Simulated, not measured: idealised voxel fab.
Process module heading - voxel gate over fins
FYI the section here is cut, 255 nm wide, cells are 5 nm squares.
Each cross-section below is a grid of square cells, stated as bands in top-down order, with one or more rows of cells making up each band.
The entry gives the band's vertical extent as a top height and a bottom height in nm, then its horizontal make-up as materials from left to right, each with a width in nm. "empty" stands for empty space; a single material marked "full width" fills the band edge to edge.
Where do heights start? At 0: under that level the wafer as delivered is made of one material only. And the lowest band has no floor; it just carries on downward, as in "0 nm and below".
With a width like "30..40", each row of cells in the band differs from the next by the same amount, the top row carrying the first number and the bottom row the second.
Basically "everything unchanged" means that step didn't change any cell in the cross-section.
"Voids lacking openings" contains a list of empty spaces, each no smaller than 8 cells and without an open way to the top, written in the form width x height at distance with the distance from the left edge and all three in nm.
Whatever follows a step's settings on its line is a remark the simulator itself makes about that step.
For masked steps, "overlay nm" on the step line gives how far right of plan the mask actually lay; a minus sign means it lay to the left.
## Planned step list for the process
- 1: RECEIVE | material Si
- 2: CONFORMAL_DEP | material SiN | thk nm 5
- 3: DIRECTIONAL_DEP | material aC | thk nm 15
- 4: PATTERN | tone cover | mask id FINS | material resist | width nm 15 | pitch nm 35 | thk nm 35 | overlay nm 0
- 5: DIRECTIONAL_ETCH | etch materials aC | depth nm 15
- 6: STRIP | etch materials resist
- 7: DIRECTIONAL_ETCH | etch materials SiN | depth nm 5
- 8: DIRECTIONAL_ETCH | etch materials Si | depth nm 30
- 9: STRIP | etch materials aC
- 10: FILL_DEP | material SiO2 | thk nm 15
- 11: CMP | height nm 5
- 12: SELECTIVE_ETCH | etch materials SiO2 | depth nm 15
- 13: STRIP | etch materials SiN
- 14: CONFORMAL_DEP | material HfO2 | thk nm 5
- 15: CONFORMAL_DEP | material TiN | thk nm 5
- 16: CONFORMAL_DEP | material TiAl | thk nm 5
- 17: CONFORMAL_DEP | material TiN | thk nm 5
- 18: FILL_DEP | material W | thk nm 15
- 19: CMP | height nm 30
- 20: CONFORMAL_DEP | material SiN | thk nm 10
## The following pertains to the first of two wafers, which was processed as planned
## Step 1 complete: cross-section of the wafer as received
> 0 nm and below = Si full width
> Voids lacking openings: none
## Once step 2 is through, the wafer looks like this in cross-section
> 5 nm to 0 nm = SiN full width
> Unchanged below 0.
## Once step 3 is through, the wafer looks like this in cross-section
> 20 nm to 5 nm = aC full width
> Unchanged below 5.
## Once step 4 is through, the wafer looks like this in cross-section
> 55 nm to 20 nm = empty 65 nm  resist 15 nm  empty 20 nm  resist 15 nm  empty 20 nm  resist 15 nm  empty 20 nm  resist 15 nm  empty 70 nm
> Unchanged below 20.
## Once step 5 is through, the wafer looks like this in cross-section
> 40 nm to 20 nm = empty 65 nm  resist 15 nm  empty 20 nm  resist 15 nm  empty 20 nm  resist 15 nm  empty 20 nm  resist 15 nm  empty 70 nm
> 20 nm to 5 nm = empty 65 nm  aC 15 nm  empty 20 nm  aC 15 nm  empty 20 nm  aC 15 nm  empty 20 nm  aC 15 nm  empty 70 nm
> Unchanged below 5.
## Once step 6 is through, the wafer looks like this in cross-section
> 20 nm to 5 nm = empty 65 nm  aC 15 nm  empty 20 nm  aC 15 nm  empty 20 nm  aC 15 nm  empty 20 nm  aC 15 nm  empty 70 nm
> Unchanged below 5.
## Once step 7 is through, the wafer looks like this in cross-section
> 20 nm to 5 nm = empty 65 nm  aC 15 nm  empty 20 nm  aC 15 nm  empty 20 nm  aC 15 nm  empty 20 nm  aC 15 nm  empty 70 nm
> 5 nm to 0 nm = empty 65 nm  SiN 15 nm  empty 20 nm  SiN 15 nm  empty 20 nm  SiN 15 nm  empty 20 nm  SiN 15 nm  empty 70 nm
> Unchanged below 0.
## Once step 8 is through, the wafer looks like this in cross-section
> 20 nm to 5 nm = empty 65 nm  aC 15 nm  empty 20 nm  aC 15 nm  empty 20 nm  aC 15 nm  empty 20 nm  aC 15 nm  empty 70 nm
> 5 nm to 0 nm = empty 65 nm  SiN 15 nm  empty 20 nm  SiN 15 nm  empty 20 nm  SiN 15 nm  empty 20 nm  SiN 15 nm  empty 70 nm
> 0 nm to -30 nm = empty 65 nm  Si 15 nm  empty 20 nm  Si 15 nm  empty 20 nm  Si 15 nm  empty 20 nm  Si 15 nm  empty 70 nm
> Unchanged below -30.
## Once step 9 is through, the wafer looks like this in cross-section
> 5 nm to 0 nm = empty 65 nm  SiN 15 nm  empty 20 nm  SiN 15 nm  empty 20 nm  SiN 15 nm  empty 20 nm  SiN 15 nm  empty 70 nm
> Unchanged below 0.
## Once step 10 is through, the wafer looks like this in cross-section
> 20 nm to 5 nm = SiO2 full width
> 5 nm to 0 nm = SiO2 65 nm  SiN 15 nm  SiO2 20 nm  SiN 15 nm  SiO2 20 nm  SiN 15 nm  SiO2 20 nm  SiN 15 nm  SiO2 70 nm
> 0 nm to -30 nm = SiO2 65 nm  Si 15 nm  SiO2 20 nm  Si 15 nm  SiO2 20 nm  Si 15 nm  SiO2 20 nm  Si 15 nm  SiO2 70 nm
> Unchanged below -30.
## Once step 11 is through, the wafer looks like this in cross-section
> 5 nm to 0 nm = SiO2 65 nm  SiN 15 nm  SiO2 20 nm  SiN 15 nm  SiO2 20 nm  SiN 15 nm  SiO2 20 nm  SiN 15 nm  SiO2 70 nm
> Unchanged below 0.
## Once step 12 is through, the wafer looks like this in cross-section
> 5 nm to 0 nm = empty 65 nm  SiN 15 nm  empty 20 nm  SiN 15 nm  empty 20 nm  SiN 15 nm  empty 20 nm  SiN 15 nm  empty 70 nm
> 0 nm to -10 nm = empty 65 nm  Si 15 nm  empty 20 nm  Si 15 nm  empty 20 nm  Si 15 nm  empty 20 nm  Si 15 nm  empty 70 nm
> Unchanged below -10.
## Once step 13 is through, the wafer looks like this in cross-section
> 0 nm to -10 nm = empty 65 nm  Si 15 nm  empty 20 nm  Si 15 nm  empty 20 nm  Si 15 nm  empty 20 nm  Si 15 nm  empty 70 nm
> Unchanged below -10.
## Once step 14 is through, the wafer looks like this in cross-section
> 5 nm to 0 nm = empty 60 nm  HfO2 25 nm  empty 10 nm  HfO2 25 nm  empty 10 nm  HfO2 25 nm  empty 10 nm  HfO2 25 nm  empty 65 nm
> 0 nm to -5 nm = empty 60 nm  HfO2 5 nm  Si 15 nm  HfO2 5 nm  empty 10 nm  HfO2 5 nm  Si 15 nm  HfO2 5 nm  empty 10 nm  HfO2 5 nm  Si 15 nm  HfO2 5 nm  empty 10 nm  HfO2 5 nm  Si 15 nm  HfO2 5 nm  empty 65 nm
> -5 nm to -10 nm = HfO2 65 nm  Si 15 nm  HfO2 20 nm  Si 15 nm  HfO2 20 nm  Si 15 nm  HfO2 20 nm  Si 15 nm  HfO2 70 nm
> Unchanged below -10.
## Once step 15 is through, the wafer looks like this in cross-section
> 10 nm to 5 nm = empty 55 nm  TiN 140 nm  empty 60 nm
> 5 nm to 0 nm = empty 55 nm  TiN 5 nm  HfO2 25 nm  TiN 10 nm  HfO2 25 nm  TiN 10 nm  HfO2 25 nm  TiN 10 nm  HfO2 25 nm  TiN 5 nm  empty 60 nm
> 0 nm to -5 nm = TiN 60 nm  HfO2 5 nm  Si 15 nm  HfO2 5 nm  TiN 10 nm  HfO2 5 nm  Si 15 nm  HfO2 5 nm  TiN 10 nm  HfO2 5 nm  Si 15 nm  HfO2 5 nm  TiN 10 nm  HfO2 5 nm  Si 15 nm  HfO2 5 nm  TiN 65 nm
> Unchanged below -5.
## Once step 16 is through, the wafer looks like this in cross-section
> 15 nm to 10 nm = empty 50 nm  TiAl 150 nm  empty 55 nm
> 10 nm to 5 nm = empty 50 nm  TiAl 5 nm  TiN 140 nm  TiAl 5 nm  empty 55 nm
> 5 nm to 0 nm = TiAl 55 nm  TiN 5 nm  HfO2 25 nm  TiN 10 nm  HfO2 25 nm  TiN 10 nm  HfO2 25 nm  TiN 10 nm  HfO2 25 nm  TiN 5 nm  TiAl 60 nm
> Unchanged below 0.
## Once step 17 is through, the wafer looks like this in cross-section
> 20 nm to 15 nm = empty 45 nm  TiN 160 nm  empty 50 nm
> 15 nm to 10 nm = empty 45 nm  TiN 5 nm  TiAl 150 nm  TiN 5 nm  empty 50 nm
> 10 nm to 5 nm = TiN 50 nm  TiAl 5 nm  TiN 140 nm  TiAl 5 nm  TiN 55 nm
> Unchanged below 5.
## Once step 18 is through, the wafer looks like this in cross-section
> 35 nm to 20 nm = W full width
> 20 nm to 15 nm = W 45 nm  TiN 160 nm  W 50 nm
> 15 nm to 10 nm = W 45 nm  TiN 5 nm  TiAl 150 nm  TiN 5 nm  W 50 nm
> Unchanged below 10.
## Once step 19 is through, the wafer looks like this in cross-section
> 30 nm to 20 nm = W full width
> Unchanged below 20.
## Once step 20 is through, the wafer looks like this in cross-section
> 40 nm to 30 nm = SiN full width
> Unchanged below 30.
## second wafer: like start, like plan, one mistake. Through step 13 it matches the first wafer
## Second wafer, cut view, end of step 14 per plan
> 5 nm to 0 nm = empty 60 nm  TiN 25 nm  empty 10 nm  TiN 25 nm  empty 10 nm  TiN 25 nm  empty 10 nm  TiN 25 nm  empty 65 nm
> 0 nm to -5 nm = empty 60 nm  TiN 5 nm  Si 15 nm  TiN 5 nm  empty 10 nm  TiN 5 nm  Si 15 nm  TiN 5 nm  empty 10 nm  TiN 5 nm  Si 15 nm  TiN 5 nm  empty 10 nm  TiN 5 nm  Si 15 nm  TiN 5 nm  empty 65 nm
> -5 nm to -10 nm = TiN 65 nm  Si 15 nm  TiN 20 nm  Si 15 nm  TiN 20 nm  Si 15 nm  TiN 20 nm  Si 15 nm  TiN 70 nm
> Unchanged below -10.
## Second wafer, cut view, end of step 15 per plan
> 10 nm to 5 nm = empty 55 nm  HfO2 140 nm  empty 60 nm
> 5 nm to 0 nm = empty 55 nm  HfO2 5 nm  TiN 25 nm  HfO2 10 nm  TiN 25 nm  HfO2 10 nm  TiN 25 nm  HfO2 10 nm  TiN 25 nm  HfO2 5 nm  empty 60 nm
> 0 nm to -5 nm = HfO2 60 nm  TiN 5 nm  Si 15 nm  TiN 5 nm  HfO2 10 nm  TiN 5 nm  Si 15 nm  TiN 5 nm  HfO2 10 nm  TiN 5 nm  Si 15 nm  TiN 5 nm  HfO2 10 nm  TiN 5 nm  Si 15 nm  TiN 5 nm  HfO2 65 nm
> Unchanged below -5.
## Second wafer, cut view, end of step 16 per plan
> 15 nm to 10 nm = empty 50 nm  TiAl 150 nm  empty 55 nm
> 10 nm to 5 nm = empty 50 nm  TiAl 5 nm  HfO2 140 nm  TiAl 5 nm  empty 55 nm
> 5 nm to 0 nm = TiAl 55 nm  HfO2 5 nm  TiN 25 nm  HfO2 10 nm  TiN 25 nm  HfO2 10 nm  TiN 25 nm  HfO2 10 nm  TiN 25 nm  HfO2 5 nm  TiAl 60 nm
> Unchanged below 0.
## Second wafer, cut view, end of step 17 per plan
> 20 nm to 15 nm = empty 45 nm  TiN 160 nm  empty 50 nm
> 15 nm to 10 nm = empty 45 nm  TiN 5 nm  TiAl 150 nm  TiN 5 nm  empty 50 nm
> 10 nm to 5 nm = TiN 50 nm  TiAl 5 nm  HfO2 140 nm  TiAl 5 nm  TiN 55 nm
> Unchanged below 5.
## Second wafer, cut view, end of step 18 per plan
> 35 nm to 20 nm = W full width
> 20 nm to 15 nm = W 45 nm  TiN 160 nm  W 50 nm
> 15 nm to 10 nm = W 45 nm  TiN 5 nm  TiAl 150 nm  TiN 5 nm  W 50 nm
> Unchanged below 10.
## Second wafer, cut view, end of step 19 per plan
> 30 nm to 20 nm = W full width
> Unchanged below 20.
## Second wafer, cut view, end of step 20 per plan
> 40 nm to 30 nm = SiN full width
> Unchanged below 30.
Short version of what went wrong: so 14 and 15 got swapped relative to the plan, each ran where the other was supposed to
Tallied in cells, the final second wafer holds each material in the same quantity as the first, although not at the same places.
